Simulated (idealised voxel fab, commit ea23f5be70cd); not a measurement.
process module | voxel self aligned vias
cross-section cut | 275 nm wide | cells 5 nm
A cross-section is a grid of square cells, given in bands from the top down. A band is one or more rows of cells.
Each band's line starts with the height of the band's top and of its bottom, in nm. Then come its materials from left to right, each with its width in nm. One material with "throughout" fills the band from edge to edge. "air" is empty space.
Height 0 is the level under which the wafer as received is all one material. The lowest band goes on downwards, as in "0 down".
A width such as "30 to 40" changes by the same amount from each row of cells to the next, from the band's top row to its bottom row.
"no change" after a step means that no cell of the cross-section changed.
closed voids: empty space of 8 cells or more with no open way to the top, each as width x height at its distance from the left edge, in nm
after a step's settings: what the simulator itself notes on the step
overlay nm, on a step with a mask: how far to the right of its planned place the mask lay; to the left if negative
plan
1 op RECEIVE | material Si
2 op CONFORMAL_DEP | material SiO2 | thk nm 15
3 op CONFORMAL_DEP | material SiCN | thk nm 5
4 op DIRECTIONAL_DEP | material lowk | thk nm 30
5 op DIRECTIONAL_DEP | material aC | thk nm 10
6 op PATTERN | tone open | mask id LINES | material resist | width nm 25 | pitch nm 75 | thk nm 30 | overlay nm 0
7 op DIRECTIONAL_ETCH | etch materials aC | depth nm 10
8 op STRIP | etch materials resist
9 op DIRECTIONAL_ETCH | etch materials lowk | depth nm 30
10 op STRIP | etch materials aC
11 op CONFORMAL_DEP | material TiN | thk nm 5
12 op FILL_DEP | material Ru | thk nm 10
13 op CMP | height nm 50
14 op SELECTIVE_ETCH | etch materials W Ru TiN | depth nm 10
15 op FILL_DEP | material SiN | thk nm 5
16 op CMP | height nm 50
17 op DIRECTIONAL_DEP | material lowk | thk nm 20
18 op MASKED_ETCH | tone open | mask id VIAS | width nm 45 | pitch nm 75 | etch materials lowk | depth nm 20 | overlay nm 0
19 op MASKED_ETCH | tone open | mask id VIAS | width nm 45 | pitch nm 75 | etch materials SiN | depth nm 10 | overlay nm 0
20 op CONFORMAL_DEP | material TiN | thk nm 5
21 op FILL_DEP | material W | thk nm 5
22 op CMP | height nm 70
23 op CONFORMAL_DEP | material SiCN | thk nm 5
as received, after step 1
  0 down: Si throughout
  closed voids: none
first wafer at the end, as planned
  75 to 70: SiCN throughout
  70 to 55: lowk 40 | TiN 5 | W 35 | TiN 5 | lowk 30 | TiN 5 | W 35 | TiN 5 | lowk 30 | TiN 5 | W 35 | TiN 5 | lowk 40
  55 to 45: lowk 40 to 50 | TiN 15 to 5 | W 15 | TiN 15 to 5 | lowk 30 to 50 | TiN 15 to 5 | W 15 | TiN 15 to 5 | lowk 30 to 50 | TiN 15 to 5 | W 15 | TiN 15 to 5 | lowk 40 to 50
  45 to 40: lowk 50 | TiN 25 | lowk 50 | TiN 25 | lowk 50 | TiN 25 | lowk 50
  40 to 25: lowk 50 | TiN 5 | Ru 15 | TiN 5 | lowk 50 | TiN 5 | Ru 15 | TiN 5 | lowk 50 | TiN 5 | Ru 15 | TiN 5 | lowk 50
  25 to 20: lowk 50 | TiN 25 | lowk 50 | TiN 25 | lowk 50 | TiN 25 | lowk 50
  20 to 15: SiCN throughout
  15 to 0: SiO2 throughout
  0 down: Si throughout
  closed voids: none
second wafer at the end: like start, like plan, one mistake
  75 to 70: SiCN throughout
  70 to 55: lowk 40 | TiN 5 | W 35 | TiN 5 | lowk 30 | TiN 5 | W 35 | TiN 5 | lowk 30 | TiN 5 | W 35 | TiN 5 | lowk 40
  55 to 50: lowk 40 | TiN 45 | lowk 30 | TiN 45 | lowk 30 | TiN 45 | lowk 40
  50 to 45: SiCN throughout
  45 to 15: lowk throughout
  15 to 0: SiO2 throughout
  0 down: Si throughout
  closed voids: none
what went wrong: steps 3 and 4 were swapped
at the end the second wafer has, in cells: 27 fewer of Ru | 45 fewer of TiN | 18 fewer of W | 90 more of lowk
